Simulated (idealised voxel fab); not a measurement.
Documented hereafter: the process module known as voxel released beams.
210 nm wide, 5 nm square cells: that's cross-section cut.
Format of a cross-section: grid, square cells. Given as bands. Order: top down. Band: one or more rows of cells. In this notation a band is specified by the heights of its top and bottom, in that order and in nm, after which its materials appear from left to right, each paired with its width in nm. The word "full width" attached to a single material means that material fills the band from edge to edge; the word "air" stands for empty space. Heights are expressed relative to 0, this being the level below which the as-received wafer comprises one material exclusively. The lowest band is unbounded in the downward direction and is denoted as in "0 -> down". Read "30 to 40" as a graded width: first number on top, second number at the bottom, same change between each pair of neighbouring rows. No cell of the cross-section changed in a step that is given as "no change". "Cavities, closed": empty spaces of 8 cells or more with no open way to the top, each given as width x height at distance, distance from the left edge, all in nm. Read whatever lies past the settings on a step's line as the simulator's own remark about the step. What "overlay nm" on a step's line means: if the step has a mask, that mask lay this far to the right of its planned place, or, when the value is negative, to the left.
## Planned step list for the process
1 RECEIVE (material Si)
2 CONFORMAL_DEP (material Al2O3; thk nm 10)
3 DIRECTIONAL_DEP (material SiO2; thk nm 20)
4 PATTERN (tone open; mask id ANCHOR; material resist; width nm 35; thk nm 20; overlay nm 0)
5 DIRECTIONAL_ETCH (etch materials SiO2; depth nm 20)
6 STRIP (etch materials resist)
7 CONFORMAL_DEP (material polySi; thk nm 15)
8 MASKED_ETCH (tone cover; mask id BEAM; width nm 115; etch materials polySi; depth nm 15; overlay nm 0)
9 STRIP (etch materials SiO2)
## Received-state cross-section, reflecting completion of step 1
0 -> down = Si full width
Cavities, closed: none
## Cross-section, end of module. Start: as above. Plan: as above. Execution: one mistake
30 -> 10 = 50 of air; 15 of polySi; 5 of air; 15 of polySi; 125 of air
10 -> 0 = Al2O3 full width
0 -> down = Si full width
Cavities, closed: none
What broke from the plan during processing? step 8 went in with a setting other than planned; the actual run was MASKED_ETCH (tone open; mask id BEAM; width nm 115; etch materials polySi; depth nm 15; overlay nm 0)
